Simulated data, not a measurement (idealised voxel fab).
process module | voxel capacitor over wiring
cross-section cut | 240 nm wide | cells 5 nm
A cross-section is a grid of square cells, given in bands from the top down. A band is one or more rows of cells.
Each band's line starts with the height of the band's top and of its bottom, in nm. Then come its materials from left to right, each with its width in nm. One material with "throughout" fills the band from edge to edge. "air" is empty space.
Height 0 is the level under which the wafer as received is all one material. The lowest band goes on downwards, as in "0 down".
A width such as "30 to 40" changes by the same amount from each row of cells to the next, from the band's top row to its bottom row.
"no change" after a step means that no cell of the cross-section changed.
closed voids: empty space of 8 cells or more with no open way to the top, each as width x height at its distance from the left edge, in nm
after a step's settings: what the simulator itself notes on the step
overlay nm, on a step with a mask: how far to the right of its planned place the mask lay; to the left if negative
plan
1 op RECEIVE | material Si
2 op CONFORMAL_DEP | material SiO2 | thk nm 15
3 op DIRECTIONAL_DEP | material TiN | thk nm 5
4 op DIRECTIONAL_DEP | material W | thk nm 25
5 op PATTERN | tone cover | mask id METAL_1 | material resist | width nm 25 | pitch nm 90 | thk nm 20 | overlay nm 0
6 op DIRECTIONAL_ETCH | etch materials W | depth nm 25
7 op DIRECTIONAL_ETCH | etch materials TiN | depth nm 5
8 op STRIP | etch materials resist
9 op CONFORMAL_DEP | material SiN | thk nm 5
10 op FILL_DEP | material lowk | thk nm 5
11 op CMP | height nm 45
12 op CONFORMAL_DEP | material SiCN | thk nm 5
13 op DIRECTIONAL_DEP | material SiO2 | thk nm 15
14 op DIRECTIONAL_DEP | material aC | thk nm 15
15 op PATTERN | tone open | mask id PLUG_1 | material resist | width nm 15 | thk nm 30 | overlay nm 0
16 op DIRECTIONAL_ETCH | etch materials aC | depth nm 15
17 op STRIP | etch materials resist
18 op DIRECTIONAL_ETCH | etch materials SiO2 | depth nm 15
19 op DIRECTIONAL_ETCH | etch materials SiCN | depth nm 5
20 op STRIP | etch materials aC
21 op CONFORMAL_DEP | material TiN | thk nm 5
22 op FILL_DEP | material Ru | thk nm 10
23 op CMP | height nm 65
24 op DIRECTIONAL_DEP | material TiN | thk nm 5
25 op DIRECTIONAL_DEP | material Al2O3 | thk nm 5
26 op DIRECTIONAL_DEP | material TiN | thk nm 5
27 op DIRECTIONAL_DEP | material aC | thk nm 10
28 op PATTERN | tone cover | mask id UPPER_PLATE | material resist | width nm 70 | thk nm 25 | overlay nm 0
29 op DIRECTIONAL_ETCH | etch materials aC | depth nm 10
30 op STRIP | etch materials resist
31 op DIRECTIONAL_ETCH | etch materials TiN | depth nm 5
32 op DIRECTIONAL_ETCH | etch materials Al2O3 | depth nm 5
33 op STRIP | etch materials aC
34 op PATTERN | tone cover | mask id LOWER_PLATE | material resist | width nm 80 | thk nm 15 | overlay nm 0
35 op DIRECTIONAL_ETCH | etch materials TiN | depth nm 5
36 op STRIP | etch materials resist
37 op FILL_DEP | material SiO2 | thk nm 15
38 op CMP | height nm 90
39 op PATTERN | tone open | mask id PLUG_2 | material resist | width nm 15 | thk nm 15 | overlay nm 0
40 op DIRECTIONAL_ETCH | etch materials SiO2 | depth nm 10
41 op STRIP | etch materials resist
42 op CONFORMAL_DEP | material TiN | thk nm 5
43 op FILL_DEP | material Ru | thk nm 5
44 op CMP | height nm 90
45 op CONFORMAL_DEP | material SiN | thk nm 5
as received, after step 1
  0 down: Si throughout
  closed voids: none
a wafer at the end: this start, this plan, one mistake
  95 to 90: SiN throughout
  90 to 85: SiO2 80 | TiN 5 | Ru 5 | TiN 5 | SiO2 145
  85 to 75: SiO2 80 to 70 | TiN 15 to 70 | SiO2 145 to 100
  75 to 70: SiO2 70 | Al2O3 70 | SiO2 100
  70 to 65: SiO2 65 | TiN 80 | SiO2 95
  65 to 50: SiO2 70 | TiN 5 | Ru 5 | TiN 5 | SiO2 155
  50 to 45: SiCN 70 | TiN 15 | SiCN 155
  45 to 35: lowk 55 | SiN 5 | W 25 | SiN 5 | lowk 55 | SiN 5 | W 25 | SiN 5 | lowk 60
  35 to 30: SiN 60 | TiN 25 | SiN 65 | TiN 25 | SiN 65
  30 to 0: SiO2 throughout
  0 down: Si throughout
  closed voids: none
what went wrong: step 2 was run twice
